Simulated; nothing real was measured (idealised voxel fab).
Documented hereafter: the process module known as voxel ribs on slabs.
The cross-section shown here is cut; it is 170 nm wide and divided into square cells measuring 5 nm on a side.
For the purposes of this document, a cross-section shall be understood as a grid of square cells, specified as bands listed in top-to-bottom order, each band consisting of one or more rows of cells. Within each band entry, the heights of the top and of the bottom of the band appear first, in that order and in nm; the materials of the band then follow from left to right, each with its corresponding width in nm. The designation "edge to edge" on a single material indicates that it fills the band from edge to edge; the designation "empty" indicates empty space. Where do heights start? At 0: under that level the wafer as delivered is made of one material only. And the lowest band has no floor; it just carries on downward, as in "from 0 down". The two numbers in a width such as "30 to 40" mark its ends across the band: the first belongs to the top row of cells, the second to the bottom row, and from each row to the next the width moves by the same amount. It should be understood that the words "nothing got changed", when stated for a given step, signify that the cross-section underwent no change in any of its cells during that step. In "Closed empty spaces" the enclosed voids are listed, meaning empty spaces of 8 cells or larger without any opening to the top. The form is width x height at distance, distance from the left edge, units nm. Where a step's line continues beyond its settings, the continuation is a remark by the simulator itself on that step. When a step includes a mask, the "overlay nm" setting on its line states how far to the right of its planned place that mask lay, and negative values state how far to the left.

## Below is the list of planned process steps
1,RECEIVE: material Si
2,DIRECTIONAL_DEP: material SiO2, thk nm 30
3,DIRECTIONAL_DEP: material SiN, thk nm 15
4,PATTERN: tone cover, mask id RIB, material resist, width nm 20, thk nm 15, overlay nm 0
5,DIRECTIONAL_ETCH: etch materials SiN, depth nm 10
6,STRIP: etch materials resist
7,DIRECTIONAL_DEP: material aC, thk nm 15
8,PATTERN: tone cover, mask id SLAB, material resist, width nm 70, thk nm 35, overlay nm 0
9,DIRECTIONAL_ETCH: etch materials aC, depth nm 15
10,STRIP: etch materials resist
11,DIRECTIONAL_ETCH: etch materials SiN, depth nm 5
12,STRIP: etch materials aC
13,FILL_DEP: material SiO2, thk nm 20
14,CMP: height nm 55
15,DIRECTIONAL_DEP: material W, thk nm 10
16,DIRECTIONAL_DEP: material aC, thk nm 10
17,PATTERN: tone cover, mask id HEATER, material resist, width nm 30, thk nm 25, overlay nm 0
18,DIRECTIONAL_ETCH: etch materials aC, depth nm 10
19,STRIP: etch materials resist
20,DIRECTIONAL_ETCH: etch materials W, depth nm 10
21,STRIP: etch materials aC
22,CONFORMAL_DEP: material SiN, thk nm 5

## Delivered wafer in cross-section: state after step 1
from 0 down: Si edge to edge
Closed empty spaces: none

## End-of-module cross-section. Starting structure and process plan as above; one mistake made in running it
from 70 to 65: 65 of empty  40 of SiN  65 of empty
from 65 to 60: 65 of empty  5 of SiN  30 of W  5 of SiN  65 of empty
from 60 to 55: 70 of SiN  30 of W  70 of SiN
from 55 to 40: SiO2 edge to edge
from 40 to 30: 75 to 50 of SiO2  20 to 70 of SiN  75 to 50 of SiO2
from 30 to 0: SiO2 edge to edge
from 0 down: Si edge to edge
Closed empty spaces: none
Where did the run depart from the plan? plan steps 6 and 7 run swapped
